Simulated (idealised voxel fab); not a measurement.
The process module that follows is named voxel double patterning.
Each square cell in cross-section cut measures 5 nm, and the section as a whole is 250 nm wide.
Just so we're on the same page, the cross-sections are grids of square cells, and they're listed out in bands top to bottom, each band one or more rows deep.
Basically the band line says how high the top is and how high the bottom is, in nm, and then what's in it from left to right, every material with its width in nm. Empty space shows up as "blank", and if a single material carries "all across" it runs the full band edge to edge.
Height reference: 0 = level under which incoming wafer is all one material. Lowest band: no bottom, runs on downward, e.g. "0 -> down".
You'd read "30 to 40" like this: the band's top row of cells is as wide as the first number, its bottom row is as wide as the second, and going down, every row changes width by the same amount as the row before did.
You'll sometimes find "remained the same" written for a step, and that's the way of saying that nowhere in the cross-section did a cell change during that step.
Empty spaces without an open route to the top, at least 8 cells in extent, make up the entry "Enclosed cavities"; each is given as width x height at distance, where the distance is measured from the left edge, and all are in nm.
Heads up: the bit after the settings on a step's line is the simulator's remark on that step.
Among the settings permitted on a step's line is "overlay nm"; applied to a step with a mask, it specifies the extent to which the mask lay to the right of its planned position, whereas a negative figure signifies a position to the left.
**Here's what the planned process steps look like**
1) RECEIVE, material Si
2) CONFORMAL_DEP, material SiN, thk nm 5
3) DIRECTIONAL_DEP, material SiO2, thk nm 20
4) DIRECTIONAL_DEP, material SiCN, thk nm 10
5) DIRECTIONAL_DEP, material aC, thk nm 15
6) PATTERN, tone open, mask id FIRST, material resist, width nm 15, pitch nm 50, thk nm 35, overlay nm 0
7) DIRECTIONAL_ETCH, etch materials aC, depth nm 15
8) STRIP, etch materials resist
9) DIRECTIONAL_ETCH, etch materials SiCN, depth nm 10
10) STRIP, etch materials aC
11) MASKED_ETCH, tone open, mask id SECOND, width nm 15, etch materials SiCN, depth nm 10, overlay nm 0
12) DIRECTIONAL_ETCH, etch materials SiO2, depth nm 20
13) STRIP, etch materials SiCN
Where the wafers of this document differ is in the width nm of step 11; they start out the same, and the plan states the value that applied to the first wafer.
**Cut through the first of several wafers as received, post step 1**
* 0 -> down  Si all across
* Enclosed cavities: none
**End of module: cross-section of the first of several wafers after step 13, the last step**
* 25 -> 5  SiO2=90; blank=15; SiO2=10; blank=15; SiO2=10; blank=15; SiO2=95
* 5 -> 0  SiN all across
* 0 -> down  Si all across
* Enclosed cavities: none
**Of the several wafers, the last: cross-section at the end of the module**
* 25 -> 5  SiO2=90; blank=15; SiO2=5; blank=45; SiO2=95
* 5 -> 0  SiN all across
* 0 -> down  Si all across
* Enclosed cavities: none
**Below: a row per wafer. Contents at end of module: for every material, cells gained since receipt (+) or lost since receipt (-); then closed voids**
width nm 15, +50 SiN, +164 SiO2, Enclosed cavities: none
width nm 20, +50 SiN, +160 SiO2, Enclosed cavities: none
width nm 25, +50 SiN, +156 SiO2, Enclosed cavities: none
width nm 30, +50 SiN, +152 SiO2, Enclosed cavities: none
